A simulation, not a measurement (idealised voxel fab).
The document below concerns the process module designated voxel air gaps.
Section cut is 210 nm wide and gridded with 5 nm square cells.
If you're reading a cross-section in this doc, picture square cells in a grid; it comes to you as bands, top ones listed first down to the bottom, and a band can be one or more rows of cells.
Look at the band entry: it leads with the top's height and the bottom's height in nm. Then it lists the materials left to right, with a width in nm for each. The word "full width" on a single material says that material fills the band edge to edge. The word "blank" is empty space.
The level at which height equals 0 is the one under which the wafer, as it arrives, is entirely one material. No lower edge exists for the bottom band, which continues downward and is notated as in "0 down".
Per-row width for "30 to 40": begins at first number (top row of band), ends at second number (bottom row), increment between rows held constant.
Take "nothing got changed" at face value: in the step it is given for, the cross-section changed in none of its cells.
Voids not open to the top, 8 cells minimum: see "Closed internal cavities". Written width x height at distance; distance is from the left edge; nm.
On a step's line, text after the settings is the simulator commenting on that step.
"overlay nm" denotes, for a step that has a mask, the displacement of the mask to the right of its planned place, with negative values corresponding to the left.
So here's the lineup of process steps we planned
1: op RECEIVE | material Si
2: op CONFORMAL_DEP | material SiO2 | thk nm 15
3: op CONFORMAL_DEP | material SiCN | thk nm 5
4: op DIRECTIONAL_DEP | material lowk | thk nm 40
5: op PATTERN | tone open | mask id LINES | material resist | width nm 20 | pitch nm 45 | thk nm 20 | overlay nm 0
6: op DIRECTIONAL_ETCH | etch materials lowk | depth nm 40
7: op STRIP | etch materials resist
8: op CONFORMAL_DEP | material TiN | thk nm 5
9: op FILL_DEP | material W | thk nm 10
10: op CMP | height nm 60
11: op EPI | material Ru | thk nm 10
12: op SELECTIVE_ETCH | etch materials lowk | depth nm 50
13: op CONFORMAL_DEP | material SiCN | thk nm 5
So this is the incoming wafer in cross-section - it's already been through step 1
  0 down = Si full width
  Closed internal cavities: none
The first of the two wafers as seen in cross-section once the module was finished; processing followed the plan
  75 to 70 = 35 blank / 140 SiCN / 35 blank
  70 to 60 = 35 blank / 5 SiCN / 40 Ru / 5 SiCN / 40 Ru / 5 SiCN / 40 Ru / 5 SiCN / 35 blank
  60 to 55 = 35 blank / 15 SiCN / 5 TiN / 10 W / 5 TiN / 25 SiCN / 5 TiN / 10 W / 5 TiN / 25 SiCN / 5 TiN / 10 W / 5 TiN / 15 SiCN / 35 blank
  55 to 25 = 45 blank / 5 SiCN / 5 TiN / 10 W / 5 TiN / 5 SiCN / 15 blank / 5 SiCN / 5 TiN / 10 W / 5 TiN / 5 SiCN / 15 blank / 5 SiCN / 5 TiN / 10 W / 5 TiN / 5 SiCN / 45 blank
  25 to 20 = 50 SiCN / 20 TiN / 25 SiCN / 20 TiN / 25 SiCN / 20 TiN / 50 SiCN
  20 to 15 = SiCN full width
  15 to 0 = SiO2 full width
  0 down = Si full width
  Closed internal cavities: 15 x 30 at 75; 15 x 30 at 120
Cross-sectional view of the second of two wafers upon completion of the module. This wafer shared its starting condition and process plan with the first; one error was made during its execution
  75 to 70 = 35 blank / 140 SiCN / 35 blank
  70 to 60 = 35 blank / 5 SiCN / 40 Ru / 5 SiCN / 40 Ru / 5 SiCN / 40 Ru / 5 SiCN / 35 blank
  60 to 55 = 35 blank / 15 SiCN / 5 TiN / 10 W / 5 TiN / 25 SiCN / 5 TiN / 10 W / 5 TiN / 25 SiCN / 5 TiN / 10 W / 5 TiN / 15 SiCN / 35 blank
  55 to 25 = 45 blank / 5 SiCN / 5 TiN / 10 W / 5 TiN / 5 SiCN / 15 blank / 5 SiCN / 5 TiN / 10 W / 5 TiN / 5 SiCN / 15 blank / 5 SiCN / 5 TiN / 10 W / 5 TiN / 5 SiCN / 45 blank
  25 to 20 = 50 SiCN / 20 TiN / 25 SiCN / 20 TiN / 25 SiCN / 20 TiN / 50 SiCN
  20 to 15 = SiCN full width
  15 to 0 = W full width
  0 down = Si full width
  Closed internal cavities: 15 x 30 at 75; 15 x 30 at 120
Heads up, the wafer didn't run the way we planned it: rather than as planned, step 2 actually ran as op CONFORMAL_DEP | material W | thk nm 15
The closing comparison, in cells, has the second wafer with more or fewer of some materials than the first: 126 fewer of SiO2 | 126 more of W
